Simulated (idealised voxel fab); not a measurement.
Process module name: voxel transistor to metal
295 nm wide, 5 nm square cells: that's cross-section cut.
Cross-section layout: square cells on a grid; listed as bands, top to bottom; a band spans one or more cell rows.
The entry gives the band's vertical extent as a top height and a bottom height in nm, then its horizontal make-up as materials from left to right, each with a width in nm. "air" stands for empty space; a single material marked "throughout" fills the band edge to edge.
Heights are expressed relative to 0, this being the level below which the as-received wafer comprises one material exclusively. The lowest band is unbounded in the downward direction and is denoted as in "top 0, no bottom".
Quick explanation for "30..40": the width changes in equal steps down the rows of cells, from the first number in the band's top row to the second number in its bottom row.
"no modification" means the step left every cell of the cross-section as it was.
"Enclosed internal voids" lists enclosed empty spaces (at least 8 cells, no open path upward to the top), each as width x height at distance from the left edge, in nm.
Post-settings text on a step line: simulator's own remark regarding the step.
"overlay nm", when on a step's line for a step with a mask, measures how far to the right of its planned place the mask lay; a negative measure means to the left.

So here's the lineup of process steps we planned:
- 1: RECEIVE (material Si)
- 2: OXIDIZE (depth nm 5)
- 3: CONFORMAL_DEP (material SiN; thk nm 15)
- 4: MASKED_ETCH (tone cover; mask id ACTIVE; width nm 115; pitch nm 135; etch materials SiN; depth nm 15; overlay nm 0)
- 5: MASKED_ETCH (tone cover; mask id ACTIVE; width nm 115; pitch nm 135; etch materials SiO2; depth nm 5; overlay nm 0)
- 6: MASKED_ETCH (tone cover; mask id ACTIVE; width nm 115; pitch nm 135; etch materials Si; depth nm 35; overlay nm 0)
- 7: FILL_DEP (material SiO2; thk nm 15)
- 8: CMP (height nm 15)
- 9: SELECTIVE_ETCH (etch materials SiO2; depth nm 5)
- 10: STRIP (etch materials SiN)
- 11: SELECTIVE_ETCH (etch materials SiO2; depth nm 5)
- 12: OXIDIZE (depth nm 5)
- 13: DIRECTIONAL_DEP (material polySi; thk nm 20)
- 14: DIRECTIONAL_DEP (material SiCN; thk nm 15)
- 15: DIRECTIONAL_DEP (material aC; thk nm 15)
- 16: PATTERN (tone cover; mask id GATE; material resist; width nm 15; pitch nm 135; thk nm 35; overlay nm 0)
- 17: DIRECTIONAL_ETCH (etch materials aC; depth nm 15)
- 18: STRIP (etch materials resist)
- 19: DIRECTIONAL_ETCH (etch materials SiCN; depth nm 25)
- 20: DIRECTIONAL_ETCH (etch materials polySi; depth nm 30)
- 21: STRIP (etch materials aC)
- 22: CONFORMAL_DEP (material SiN; thk nm 5)
- 23: DIRECTIONAL_ETCH (etch materials SiN; depth nm 5)
- 24: DIRECTIONAL_ETCH (etch materials SiO2; depth nm 5)
- 25: DIRECTIONAL_ETCH (etch materials Si; depth nm 5)
- 26: EPI (material pSi; thk nm 10)
- 27: FILL_DEP (material SiO2; thk nm 10)
- 28: CMP (height nm 30)
- 29: DIRECTIONAL_DEP (material SiO2; thk nm 15)
- 30: MASKED_ETCH (tone open; mask id CONTACT; width nm 20; etch materials SiO2; depth nm 50; overlay nm 0)
- 31: CONFORMAL_DEP (material TiN; thk nm 5)
- 32: FILL_DEP (material W; thk nm 10)
- 33: CMP (height nm 45)
- 34: DIRECTIONAL_DEP (material TiN; thk nm 5)
- 35: DIRECTIONAL_DEP (material Ru; thk nm 20)
- 36: DIRECTIONAL_DEP (material aC; thk nm 15)
- 37: PATTERN (tone cover; mask id METAL_1; material resist; width nm 20; thk nm 30; overlay nm 0)
- 38: DIRECTIONAL_ETCH (etch materials aC; depth nm 15)
- 39: STRIP (etch materials resist)
- 40: DIRECTIONAL_ETCH (etch materials Ru; depth nm 20)
- 41: DIRECTIONAL_ETCH (etch materials TiN; depth nm 5)
- 42: STRIP (etch materials aC)
- 43: CONFORMAL_DEP (material SiCN; thk nm 5)
- 44: FILL_DEP (material SiO2; thk nm 10)
- 45: CMP (height nm 70)
- 46: CONFORMAL_DEP (material SiN; thk nm 5)

The first of the two wafers, which ran as planned:

Cross-section, incoming material, after step 1:
    top 0, no bottom: Si throughout
    Enclosed internal voids: none

Cross-section of the wafer subsequent to step 2:
    top 0, bottom -5: SiO2 throughout
    For the remainder of the cross-section, below -5, there is no change.

Cross-section of the wafer subsequent to step 3:
    top 15, bottom 0: SiN throughout
    For the remainder of the cross-section, below 0, there is no change.

Cross-section of the wafer subsequent to step 4:
    top 15, bottom 0: air: 20, SiN: 115, air: 20, SiN: 115, air: 25
    For the remainder of the cross-section, below 0, there is no change.

Cross-section of the wafer subsequent to step 5:
    top 15, bottom 0: air: 20, SiN: 115, air: 20, SiN: 115, air: 25
    top 0, bottom -5: air: 20, SiO2: 115, air: 20, SiO2: 115, air: 25
    For the remainder of the cross-section, below -5, there is no change.

Cross-section of the wafer subsequent to step 6:
    top 15, bottom 0: air: 20, SiN: 115, air: 20, SiN: 115, air: 25
    top 0, bottom -5: air: 20, SiO2: 115, air: 20, SiO2: 115, air: 25
    top -5, bottom -40: air: 20, Si: 115, air: 20, Si: 115, air: 25
    For the remainder of the cross-section, below -40, there is no change.

Cross-section of the wafer subsequent to step 7:
    top 30, bottom 15: SiO2 throughout
    top 15, bottom 0: SiO2: 20, SiN: 115, SiO2: 20, SiN: 115, SiO2: 25
    top 0, bottom -5: SiO2 throughout
    top -5, bottom -40: SiO2: 20, Si: 115, SiO2: 20, Si: 115, SiO2: 25
    For the remainder of the cross-section, below -40, there is no change.

Cross-section of the wafer subsequent to step 8:
    top 15, bottom 0: SiO2: 20, SiN: 115, SiO2: 20, SiN: 115, SiO2: 25
    For the remainder of the cross-section, below 0, there is no change.

Cross-section of the wafer subsequent to step 9:
    top 15, bottom 10: air: 20, SiN: 115, air: 20, SiN: 115, air: 25
    For the remainder of the cross-section, below 10, there is no change.

Cross-section of the wafer subsequent to step 10:
    top 10, bottom 0: SiO2: 20, air: 115, SiO2: 20, air: 115, SiO2: 25
    For the remainder of the cross-section, below 0, there is no change.

Cross-section of the wafer subsequent to step 11:
    top 5, bottom -5: SiO2: 15, air: 125, SiO2: 10, air: 125, SiO2: 20
    For the remainder of the cross-section, below -5, there is no change.

Cross-section of the wafer subsequent to step 12:
    top 5, bottom -5: SiO2: 15, air: 125, SiO2: 10, air: 125, SiO2: 20
    top -5, bottom -10: SiO2 throughout
    For the remainder of the cross-section, below -10, there is no change.

Cross-section of the wafer subsequent to step 13:
    top 25, bottom 15: polySi: 15, air: 125, polySi: 10, air: 125, polySi: 20
    top 15, bottom 5: polySi throughout
    top 5, bottom -5: SiO2: 15, polySi: 125, SiO2: 10, polySi: 125, SiO2: 20
    For the remainder of the cross-section, below -5, there is no change.

Cross-section of the wafer subsequent to step 14:
    top 40, bottom 30: SiCN: 15, air: 125, SiCN: 10, air: 125, SiCN: 20
    top 30, bottom 25: SiCN throughout
    top 25, bottom 15: polySi: 15, SiCN: 125, polySi: 10, SiCN: 125, polySi: 20
    For the remainder of the cross-section, below 15, there is no change.

Cross-section of the wafer subsequent to step 15:
    top 55, bottom 45: aC: 15, air: 125, aC: 10, air: 125, aC: 20
    top 45, bottom 40: aC throughout
    top 40, bottom 30: SiCN: 15, aC: 125, SiCN: 10, aC: 125, SiCN: 20
    For the remainder of the cross-section, below 30, there is no change.

Cross-section of the wafer subsequent to step 16:
    top 90, bottom 55: air: 70, resist: 15, air: 120, resist: 15, air: 75
    top 55, bottom 45: aC: 15, air: 55, resist: 15, air: 55, aC: 10, air: 55, resist: 15, air: 55, aC: 20
    For the remainder of the cross-section, below 45, there is no change.

Cross-section of the wafer subsequent to step 17:
    top 75, bottom 45: air: 70, resist: 15, air: 120, resist: 15, air: 75
    top 45, bottom 40: air: 70, aC: 15, air: 120, aC: 15, air: 75
    top 40, bottom 30: SiCN: 15, air: 55, aC: 15, air: 55, SiCN: 10, air: 55, aC: 15, air: 55, SiCN: 20
    For the remainder of the cross-section, below 30, there is no change.

Cross-section of the wafer subsequent to step 18:
    top 45, bottom 40: air: 70, aC: 15, air: 120, aC: 15, air: 75
    For the remainder of the cross-section, below 40, there is no change.

Cross-section of the wafer subsequent to step 19:
    top 45, bottom 30: air: 70, aC: 15, air: 120, aC: 15, air: 75
    top 30, bottom 25: air: 70, SiCN: 15, air: 120, SiCN: 15, air: 75
    top 25, bottom 15: polySi: 15, air: 55, SiCN: 15, air: 55, polySi: 10, air: 55, SiCN: 15, air: 55, polySi: 20
    For the remainder of the cross-section, below 15, there is no change.

Cross-section of the wafer subsequent to step 20:
    top 45, bottom 30: air: 70, aC: 15, air: 120, aC: 15, air: 75
    top 30, bottom 15: air: 70, SiCN: 15, air: 120, SiCN: 15, air: 75
    top 15, bottom 5: air: 70, polySi: 15, air: 120, polySi: 15, air: 75
    top 5, bottom -5: SiO2: 15, air: 55, polySi: 15, air: 55, SiO2: 10, air: 55, polySi: 15, air: 55, SiO2: 20
    For the remainder of the cross-section, below -5, there is no change.

Cross-section of the wafer subsequent to step 21:
    top 30, bottom 15: air: 70, SiCN: 15, air: 120, SiCN: 15, air: 75
    For the remainder of the cross-section, below 15, there is no change.

Cross-section of the wafer subsequent to step 22:
    top 35, bottom 30: air: 65, SiN: 25, air: 110, SiN: 25, air: 70
    top 30, bottom 15: air: 65, SiN: 5, SiCN: 15, SiN: 5, air: 110, SiN: 5, SiCN: 15, SiN: 5, air: 70
    top 15, bottom 10: air: 65, SiN: 5, polySi: 15, SiN: 5, air: 110, SiN: 5, polySi: 15, SiN: 5, air: 70
    top 10, bottom 5: SiN: 20, air: 45, SiN: 5, polySi: 15, SiN: 5, air: 45, SiN: 20, air: 45, SiN: 5, polySi: 15, SiN: 5, air: 45, SiN: 25
    top 5, bottom 0: SiO2: 15, SiN: 5, air: 45, SiN: 5, polySi: 15, SiN: 5, air: 45, SiN: 5, SiO2: 10, SiN: 5, air: 45, SiN: 5, polySi: 15, SiN: 5, air: 45, SiN: 5, SiO2: 20
    top 0, bottom -5: SiO2: 15, SiN: 55, polySi: 15, SiN: 55, SiO2: 10, SiN: 55, polySi: 15, SiN: 55, SiO2: 20
    For the remainder of the cross-section, below -5, there is no change.

Cross-section of the wafer subsequent to step 23:
    top 30, bottom 15: air: 65, SiN: 5, SiCN: 15, SiN: 5, air: 110, SiN: 5, SiCN: 15, SiN: 5, air: 70
    top 15, bottom 5: air: 65, SiN: 5, polySi: 15, SiN: 5, air: 110, SiN: 5, polySi: 15, SiN: 5, air: 70
    top 5, bottom -5: SiO2: 15, SiN: 5, air: 45, SiN: 5, polySi: 15, SiN: 5, air: 45, SiN: 5, SiO2: 10, SiN: 5, air: 45, SiN: 5, polySi: 15, SiN: 5, air: 45, SiN: 5, SiO2: 20
    For the remainder of the cross-section, below -5, there is no change.

Cross-section of the wafer subsequent to step 24:
    top 30, bottom 15: air: 65, SiN: 5, SiCN: 15, SiN: 5, air: 110, SiN: 5, SiCN: 15, SiN: 5, air: 70
    top 15, bottom 5: air: 65, SiN: 5, polySi: 15, SiN: 5, air: 110, SiN: 5, polySi: 15, SiN: 5, air: 70
    top 5, bottom 0: air: 15, SiN: 5, air: 45, SiN: 5, polySi: 15, SiN: 5, air: 45, SiN: 5, air: 10, SiN: 5, air: 45, SiN: 5, polySi: 15, SiN: 5, air: 45, SiN: 5, air: 20
    top 0, bottom -5: SiO2: 15, SiN: 5, air: 45, SiN: 5, polySi: 15, SiN: 5, air: 45, SiN: 5, SiO2: 10, SiN: 5, air: 45, SiN: 5, polySi: 15, SiN: 5, air: 45, SiN: 5, SiO2: 20
    top -5, bottom -10: SiO2: 20, air: 45, SiO2: 25, air: 45, SiO2: 20, air: 45, SiO2: 25, air: 45, SiO2: 25
    For the remainder of the cross-section, below -10, there is no change.

Cross-section of the wafer subsequent to step 25:
    top 30, bottom 15: air: 65, SiN: 5, SiCN: 15, SiN: 5, air: 110, SiN: 5, SiCN: 15, SiN: 5, air: 70
    top 15, bottom 5: air: 65, SiN: 5, polySi: 15, SiN: 5, air: 110, SiN: 5, polySi: 15, SiN: 5, air: 70
    top 5, bottom 0: air: 15, SiN: 5, air: 45, SiN: 5, polySi: 15, SiN: 5, air: 45, SiN: 5, air: 10, SiN: 5, air: 45, SiN: 5, polySi: 15, SiN: 5, air: 45, SiN: 5, air: 20
    top 0, bottom -5: SiO2: 15, SiN: 5, air: 45, SiN: 5, polySi: 15, SiN: 5, air: 45, SiN: 5, SiO2: 10, SiN: 5, air: 45, SiN: 5, polySi: 15, SiN: 5, air: 45, SiN: 5, SiO2: 20
    top -5, bottom -10: SiO2: 20, air: 45, SiO2: 25, air: 45, SiO2: 20, air: 45, SiO2: 25, air: 45, SiO2: 25
    top -10, bottom -15: SiO2: 20, air: 45, Si: 25, air: 45, SiO2: 20, air: 45, Si: 25, air: 45, SiO2: 25
    For the remainder of the cross-section, below -15, there is no change.

Cross-section of the wafer subsequent to step 26:
    top 30, bottom 15: air: 65, SiN: 5, SiCN: 15, SiN: 5, air: 110, SiN: 5, SiCN: 15, SiN: 5, air: 70
    top 15, bottom 5: air: 65, SiN: 5, polySi: 15, SiN: 5, air: 110, SiN: 5, polySi: 15, SiN: 5, air: 70
    top 5, bottom 0: air: 15, SiN: 5, air: 45, SiN: 5, polySi: 15, SiN: 5, air: 45, SiN: 5, air: 10, SiN: 5, air: 45, SiN: 5, polySi: 15, SiN: 5, air: 45, SiN: 5, air: 20
    top 0, bottom -5: SiO2: 15, SiN: 5, air: 35, pSi: 10, SiN: 5, polySi: 15, SiN: 5, pSi: 10, air: 35, SiN: 5, SiO2: 10, SiN: 5, air: 35, pSi: 10, SiN: 5, polySi: 15, SiN: 5, pSi: 10, air: 35, SiN: 5, SiO2: 20
    top -5, bottom -10: SiO2: 20, pSi: 45, SiO2: 25, pSi: 45, SiO2: 20, pSi: 45, SiO2: 25, pSi: 45, SiO2: 25
    top -10, bottom -15: SiO2: 20, pSi: 45, Si: 25, pSi: 45, SiO2: 20, pSi: 45, Si: 25, pSi: 45, SiO2: 25
    For the remainder of the cross-section, below -15, there is no change.

Cross-section of the wafer subsequent to step 27:
    top 40, bottom 30: SiO2 throughout
    top 30, bottom 15: SiO2: 65, SiN: 5, SiCN: 15, SiN: 5, SiO2: 110, SiN: 5, SiCN: 15, SiN: 5, SiO2: 70
    top 15, bottom 5: SiO2: 65, SiN: 5, polySi: 15, SiN: 5, SiO2: 110, SiN: 5, polySi: 15, SiN: 5, SiO2: 70
    top 5, bottom 0: SiO2: 15, SiN: 5, SiO2: 45, SiN: 5, polySi: 15, SiN: 5, SiO2: 45, SiN: 5, SiO2: 10, SiN: 5, SiO2: 45, SiN: 5, polySi: 15, SiN: 5, SiO2: 45, SiN: 5, SiO2: 20
    top 0, bottom -5: SiO2: 15, SiN: 5, SiO2: 35, pSi: 10, SiN: 5, polySi: 15, SiN: 5, pSi: 10, SiO2: 35, SiN: 5, SiO2: 10, SiN: 5, SiO2: 35, pSi: 10, SiN: 5, polySi: 15, SiN: 5, pSi: 10, SiO2: 35, SiN: 5, SiO2: 20
    For the remainder of the cross-section, below -5, there is no change.

Cross-section of the wafer subsequent to step 28:
    top 30, bottom 15: SiO2: 65, SiN: 5, SiCN: 15, SiN: 5, SiO2: 110, SiN: 5, SiCN: 15, SiN: 5, SiO2: 70
    For the remainder of the cross-section, below 15, there is no change.

Cross-section of the wafer subsequent to step 29:
    top 45, bottom 30: SiO2 throughout
    For the remainder of the cross-section, below 30, there is no change.

Cross-section of the wafer subsequent to step 30:
    top 45, bottom 30: SiO2: 30, air: 20, SiO2: 55, air: 20, SiO2: 40, air: 20, SiO2: 55, air: 20, SiO2: 35
    top 30, bottom 15: SiO2: 30, air: 20, SiO2: 15, SiN: 5, SiCN: 15, SiN: 5, SiO2: 15, air: 20, SiO2: 40, air: 20, SiO2: 15, SiN: 5, SiCN: 15, SiN: 5, SiO2: 15, air: 20, SiO2: 35
    top 15, bottom 5: SiO2: 30, air: 20, SiO2: 15, SiN: 5, polySi: 15, SiN: 5, SiO2: 15, air: 20, SiO2: 40, air: 20, SiO2: 15, SiN: 5, polySi: 15, SiN: 5, SiO2: 15, air: 20, SiO2: 35
    top 5, bottom 0: SiO2: 15, SiN: 5, SiO2: 10, air: 20, SiO2: 15, SiN: 5, polySi: 15, SiN: 5, SiO2: 15, air: 20, SiO2: 10, SiN: 5, SiO2: 10, SiN: 5, SiO2: 10, air: 20, SiO2: 15, SiN: 5, polySi: 15, SiN: 5, SiO2: 15, air: 20, SiO2: 10, SiN: 5, SiO2: 20
    top 0, bottom -5: SiO2: 15, SiN: 5, SiO2: 10, air: 20, SiO2: 5, pSi: 10, SiN: 5, polySi: 15, SiN: 5, pSi: 10, SiO2: 5, air: 20, SiO2: 10, SiN: 5, SiO2: 10, SiN: 5, SiO2: 10, air: 20, SiO2: 5, pSi: 10, SiN: 5, polySi: 15, SiN: 5, pSi: 10, SiO2: 5, air: 20, SiO2: 10, SiN: 5, SiO2: 20
    For the remainder of the cross-section, below -5, there is no change.

Cross-section of the wafer subsequent to step 31:
    top 50, bottom 45: TiN: 35, air: 10, TiN: 65, air: 10, TiN: 50, air: 10, TiN: 65, air: 10, TiN: 40
    top 45, bottom 30: SiO2: 30, TiN: 5, air: 10, TiN: 5, SiO2: 55, TiN: 5, air: 10, TiN: 5, SiO2: 40, TiN: 5, air: 10, TiN: 5, SiO2: 55, TiN: 5, air: 10, TiN: 5, SiO2: 35
    top 30, bottom 15: SiO2: 30, TiN: 5, air: 10, TiN: 5, SiO2: 15, SiN: 5, SiCN: 15, SiN: 5, SiO2: 15, TiN: 5, air: 10, TiN: 5, SiO2: 40, TiN: 5, air: 10, TiN: 5, SiO2: 15, SiN: 5, SiCN: 15, SiN: 5, SiO2: 15, TiN: 5, air: 10, TiN: 5, SiO2: 35
    top 15, bottom 5: SiO2: 30, TiN: 5, air: 10, TiN: 5, SiO2: 15, SiN: 5, polySi: 15, SiN: 5, SiO2: 15, TiN: 5, air: 10, TiN: 5, SiO2: 40, TiN: 5, air: 10, TiN: 5, SiO2: 15, SiN: 5, polySi: 15, SiN: 5, SiO2: 15, TiN: 5, air: 10, TiN: 5, SiO2: 35
    top 5, bottom 0: SiO2: 15, SiN: 5, SiO2: 10, TiN: 5, air: 10, TiN: 5, SiO2: 15, SiN: 5, polySi: 15, SiN: 5, SiO2: 15, TiN: 5, air: 10, TiN: 5, SiO2: 10, SiN: 5, SiO2: 10, SiN: 5, SiO2: 10, TiN: 5, air: 10, TiN: 5, SiO2: 15, SiN: 5, polySi: 15, SiN: 5, SiO2: 15, TiN: 5, air: 10, TiN: 5, SiO2: 10, SiN: 5, SiO2: 20
    top 0, bottom -5: SiO2: 15, SiN: 5, SiO2: 10, TiN: 20, SiO2: 5, pSi: 10, SiN: 5, polySi: 15, SiN: 5, pSi: 10, SiO2: 5, TiN: 20, SiO2: 10, SiN: 5, SiO2: 10, SiN: 5, SiO2: 10, TiN: 20, SiO2: 5, pSi: 10, SiN: 5, polySi: 15, SiN: 5, pSi: 10, SiO2: 5, TiN: 20, SiO2: 10, SiN: 5, SiO2: 20
    For the remainder of the cross-section, below -5, there is no change.

Cross-section of the wafer subsequent to step 32:
    top 60, bottom 50: W throughout
    top 50, bottom 45: TiN: 35, W: 10, TiN: 65, W: 10, TiN: 50, W: 10, TiN: 65, W: 10, TiN: 40
    top 45, bottom 30: SiO2: 30, TiN: 5, W: 10, TiN: 5, SiO2: 55, TiN: 5, W: 10, TiN: 5, SiO2: 40, TiN: 5, W: 10, TiN: 5, SiO2: 55, TiN: 5, W: 10, TiN: 5, SiO2: 35
    top 30, bottom 15: SiO2: 30, TiN: 5, W: 10, TiN: 5, SiO2: 15, SiN: 5, SiCN: 15, SiN: 5, SiO2: 15, TiN: 5, W: 10, TiN: 5, SiO2: 40, TiN: 5, W: 10, TiN: 5, SiO2: 15, SiN: 5, SiCN: 15, SiN: 5, SiO2: 15, TiN: 5, W: 10, TiN: 5, SiO2: 35
    top 15, bottom 5: SiO2: 30, TiN: 5, W: 10, TiN: 5, SiO2: 15, SiN: 5, polySi: 15, SiN: 5, SiO2: 15, TiN: 5, W: 10, TiN: 5, SiO2: 40, TiN: 5, W: 10, TiN: 5, SiO2: 15, SiN: 5, polySi: 15, SiN: 5, SiO2: 15, TiN: 5, W: 10, TiN: 5, SiO2: 35
    top 5, bottom 0: SiO2: 15, SiN: 5, SiO2: 10, TiN: 5, W: 10, TiN: 5, SiO2: 15, SiN: 5, polySi: 15, SiN: 5, SiO2: 15, TiN: 5, W: 10, TiN: 5, SiO2: 10, SiN: 5, SiO2: 10, SiN: 5, SiO2: 10, TiN: 5, W: 10, TiN: 5, SiO2: 15, SiN: 5, polySi: 15, SiN: 5, SiO2: 15, TiN: 5, W: 10, TiN: 5, SiO2: 10, SiN: 5, SiO2: 20
    For the remainder of the cross-section, below 0, there is no change.

Cross-section of the wafer subsequent to step 33:
    top 45, bottom 30: SiO2: 30, TiN: 5, W: 10, TiN: 5, SiO2: 55, TiN: 5, W: 10, TiN: 5, SiO2: 40, TiN: 5, W: 10, TiN: 5, SiO2: 55, TiN: 5, W: 10, TiN: 5, SiO2: 35
    For the remainder of the cross-section, below 30, there is no change.

Cross-section of the wafer subsequent to step 34:
    top 50, bottom 45: TiN throughout
    For the remainder of the cross-section, below 45, there is no change.

Cross-section of the wafer subsequent to step 35:
    top 70, bottom 50: Ru throughout
    For the remainder of the cross-section, below 50, there is no change.

Cross-section of the wafer subsequent to step 36:
    top 85, bottom 70: aC throughout
    For the remainder of the cross-section, below 70, there is no change.

Cross-section of the wafer subsequent to step 37:
    top 115, bottom 85: air: 30, resist: 20, air: 55, resist: 20, air: 40, resist: 20, air: 55, resist: 20, air: 35
    For the remainder of the cross-section, below 85, there is no change.

Cross-section of the wafer subsequent to step 38:
    top 100, bottom 85: air: 30, resist: 20, air: 55, resist: 20, air: 40, resist: 20, air: 55, resist: 20, air: 35
    top 85, bottom 70: air: 30, aC: 20, air: 55, aC: 20, air: 40, aC: 20, air: 55, aC: 20, air: 35
    For the remainder of the cross-section, below 70, there is no change.

Cross-section of the wafer subsequent to step 39:
    top 85, bottom 70: air: 30, aC: 20, air: 55, aC: 20, air: 40, aC: 20, air: 55, aC: 20, air: 35
    For the remainder of the cross-section, below 70, there is no change.

Cross-section of the wafer subsequent to step 40:
    top 85, bottom 70: air: 30, aC: 20, air: 55, aC: 20, air: 40, aC: 20, air: 55, aC: 20, air: 35
    top 70, bottom 50: air: 30, Ru: 20, air: 55, Ru: 20, air: 40, Ru: 20, air: 55, Ru: 20, air: 35
    For the remainder of the cross-section, below 50, there is no change.

Cross-section of the wafer subsequent to step 41:
    top 85, bottom 70: air: 30, aC: 20, air: 55, aC: 20, air: 40, aC: 20, air: 55, aC: 20, air: 35
    top 70, bottom 50: air: 30, Ru: 20, air: 55, Ru: 20, air: 40, Ru: 20, air: 55, Ru: 20, air: 35
    top 50, bottom 45: air: 30, TiN: 20, air: 55, TiN: 20, air: 40, TiN: 20, air: 55, TiN: 20, air: 35
    For the remainder of the cross-section, below 45, there is no change.

Cross-section of the wafer subsequent to step 42:
    top 70, bottom 50: air: 30, Ru: 20, air: 55, Ru: 20, air: 40, Ru: 20, air: 55, Ru: 20, air: 35
    For the remainder of the cross-section, below 50, there is no change.

Cross-section of the wafer subsequent to step 43:
    top 75, bottom 70: air: 25, SiCN: 30, air: 45, SiCN: 30, air: 30, SiCN: 30, air: 45, SiCN: 30, air: 30
    top 70, bottom 50: air: 25, SiCN: 5, Ru: 20, SiCN: 5, air: 45, SiCN: 5, Ru: 20, SiCN: 5, air: 30, SiCN: 5, Ru: 20, SiCN: 5, air: 45, SiCN: 5, Ru: 20, SiCN: 5, air: 30
    top 50, bottom 45: SiCN: 30, TiN: 20, SiCN: 55, TiN: 20, SiCN: 40, TiN: 20, SiCN: 55, TiN: 20, SiCN: 35
    For the remainder of the cross-section, below 45, there is no change.

Cross-section of the wafer subsequent to step 44:
    top 85, bottom 75: SiO2 throughout
    top 75, bottom 70: SiO2: 25, SiCN: 30, SiO2: 45, SiCN: 30, SiO2: 30, SiCN: 30, SiO2: 45, SiCN: 30, SiO2: 30
    top 70, bottom 50: SiO2: 25, SiCN: 5, Ru: 20, SiCN: 5, SiO2: 45, SiCN: 5, Ru: 20, SiCN: 5, SiO2: 30, SiCN: 5, Ru: 20, SiCN: 5, SiO2: 45, SiCN: 5, Ru: 20, SiCN: 5, SiO2: 30
    For the remainder of the cross-section, below 50, there is no change.

Cross-section of the wafer subsequent to step 45:
    top 70, bottom 50: SiO2: 25, SiCN: 5, Ru: 20, SiCN: 5, SiO2: 45, SiCN: 5, Ru: 20, SiCN: 5, SiO2: 30, SiCN: 5, Ru: 20, SiCN: 5, SiO2: 45, SiCN: 5, Ru: 20, SiCN: 5, SiO2: 30
    For the remainder of the cross-section, below 50, there is no change.

Cross-section of the wafer subsequent to step 46:
    top 75, bottom 70: SiN throughout
    For the remainder of the cross-section, below 70, there is no change.

What follows concerns the second wafer, which started out like the first and was meant to follow the very same plan; one mistake crept in when it was run, but everything up to and including step 33 is the same as for the first wafer:

Cross-section of the second wafer at the time by which step 34 should have been completed according to the plan:
    top 65, bottom 45: Ru throughout
    For the remainder of the cross-section, below 45, there is no change.

Cross-section of the second wafer at the time by which step 35 should have been completed according to the plan:
    top 70, bottom 65: TiN throughout
    For the remainder of the cross-section, below 65, there is no change.

Cross-section of the second wafer at the time by which step 36 should have been completed according to the plan:
    top 85, bottom 70: aC throughout
    For the remainder of the cross-section, below 70, there is no change.

Cross-section of the second wafer at the time by which step 37 should have been completed according to the plan:
    top 115, bottom 85: air: 30, resist: 20, air: 55, resist: 20, air: 40, resist: 20, air: 55, resist: 20, air: 35
    For the remainder of the cross-section, below 85, there is no change.

Cross-section of the second wafer at the time by which step 38 should have been completed according to the plan:
    top 100, bottom 85: air: 30, resist: 20, air: 55, resist: 20, air: 40, resist: 20, air: 55, resist: 20, air: 35
    top 85, bottom 70: air: 30, aC: 20, air: 55, aC: 20, air: 40, aC: 20, air: 55, aC: 20, air: 35
    For the remainder of the cross-section, below 70, there is no change.

Cross-section of the second wafer at the time by which step 39 should have been completed according to the plan:
    top 85, bottom 70: air: 30, aC: 20, air: 55, aC: 20, air: 40, aC: 20, air: 55, aC: 20, air: 35
    For the remainder of the cross-section, below 70, there is no change.

Cross-section of the second wafer at the time by which step 40 should have been completed according to the plan: no modification

Cross-section of the second wafer at the time by which step 41 should have been completed according to the plan:
    top 85, bottom 70: air: 30, aC: 20, air: 55, aC: 20, air: 40, aC: 20, air: 55, aC: 20, air: 35
    top 70, bottom 65: air: 30, TiN: 20, air: 55, TiN: 20, air: 40, TiN: 20, air: 55, TiN: 20, air: 35
    For the remainder of the cross-section, below 65, there is no change.

Cross-section of the second wafer at the time by which step 42 should have been completed according to the plan:
    top 70, bottom 65: air: 30, TiN: 20, air: 55, TiN: 20, air: 40, TiN: 20, air: 55, TiN: 20, air: 35
    For the remainder of the cross-section, below 65, there is no change.

Cross-section of the second wafer at the time by which step 43 should have been completed according to the plan:
    top 75, bottom 70: air: 25, SiCN: 30, air: 45, SiCN: 30, air: 30, SiCN: 30, air: 45, SiCN: 30, air: 30
    top 70, bottom 65: SiCN: 30, TiN: 20, SiCN: 55, TiN: 20, SiCN: 40, TiN: 20, SiCN: 55, TiN: 20, SiCN: 35
    For the remainder of the cross-section, below 65, there is no change.

Cross-section of the second wafer at the time by which step 44 should have been completed according to the plan:
    top 85, bottom 75: SiO2 throughout
    top 75, bottom 70: SiO2: 25, SiCN: 30, SiO2: 45, SiCN: 30, SiO2: 30, SiCN: 30, SiO2: 45, SiCN: 30, SiO2: 30
    For the remainder of the cross-section, below 70, there is no change.

Cross-section of the second wafer at the time by which step 45 should have been completed according to the plan:
    top 70, bottom 65: SiCN: 30, TiN: 20, SiCN: 55, TiN: 20, SiCN: 40, TiN: 20, SiCN: 55, TiN: 20, SiCN: 35
    For the remainder of the cross-section, below 65, there is no change.

Cross-section of the second wafer at the time by which step 46 should have been completed according to the plan:
    top 75, bottom 70: SiN throughout
    For the remainder of the cross-section, below 70, there is no change.
What was done differently from what was planned? plan vs actual: 34 and 35 interchanged
End check, counted in cells, second wafer has more or fewer of these materials than the first: Ru +172, SiCN -32, SiO2 -140
